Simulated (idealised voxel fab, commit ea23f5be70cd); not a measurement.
process module | voxel plated lines
cross-section cut | 225 nm wide | cells 5 nm
A cross-section is a grid of square cells, given in bands from the top down. A band is one or more rows of cells.
Each band's line starts with the height of the band's top and of its bottom, in nm. Then come its materials from left to right, each with its width in nm. One material with "throughout" fills the band from edge to edge. "air" is empty space.
Height 0 is the level under which the wafer as received is all one material. The lowest band goes on downwards, as in "0 down".
A width such as "30 to 40" changes by the same amount from each row of cells to the next, from the band's top row to its bottom row.
"no change" after a step means that no cell of the cross-section changed.
closed voids: empty space of 8 cells or more with no open way to the top, each as width x height at its distance from the left edge, in nm
after a step's settings: what the simulator itself notes on the step
overlay nm, on a step with a mask: how far to the right of its planned place the mask lay; to the left if negative
plan
1 op RECEIVE | material Si
2 op CONFORMAL_DEP | material Al2O3 | thk nm 10
3 op DIRECTIONAL_DEP | material TiN | thk nm 5
4 op PATTERN | tone open | mask id LINES | material resist | width nm 15 | pitch nm 35 | thk nm 40 | overlay nm 0
5 op EPI | material Ru | thk nm 10
6 op EPI | material Ru | thk nm 5
7 op EPI | material Ru | thk nm 10
8 op STRIP | etch materials resist
9 op DIRECTIONAL_ETCH | etch materials TiN | depth nm 5
10 op CONFORMAL_DEP | material SiN | thk nm 5
as received, after step 1
  0 down: Si throughout
  closed voids: none
first wafer at the end, as planned
  45 to 40: air 80 | SiN 25 | air 10 | SiN 25 | air 85
  40 to 15: air 80 | SiN 5 | Ru 15 | SiN 5 | air 10 | SiN 5 | Ru 15 | SiN 5 | air 85
  15 to 10: SiN 85 | TiN 15 | SiN 20 | TiN 15 | SiN 90
  10 to 0: Al2O3 throughout
  0 down: Si throughout
  closed voids: none
second wafer at the end: like start, like plan, one mistake
  45 to 40: air 80 | SiN 30 | air 5 | SiN 30 | air 80
  40 to 15: air 80 | SiN 5 | Ru 20 | SiN 5 | air 5 | SiN 5 | Ru 20 | SiN 5 | air 80
  15 to 10: SiN 85 | TiN 20 | SiN 15 | TiN 20 | SiN 85
  10 to 0: Al2O3 throughout
  0 down: Si throughout
  closed voids: none
what went wrong: step 4 ran as: op PATTERN | tone open | mask id LINES | material resist | width nm 20 | pitch nm 35 | thk nm 40 | overlay nm 0
at the end the second wafer has, in cells: 10 more of Ru | 2 more of TiN
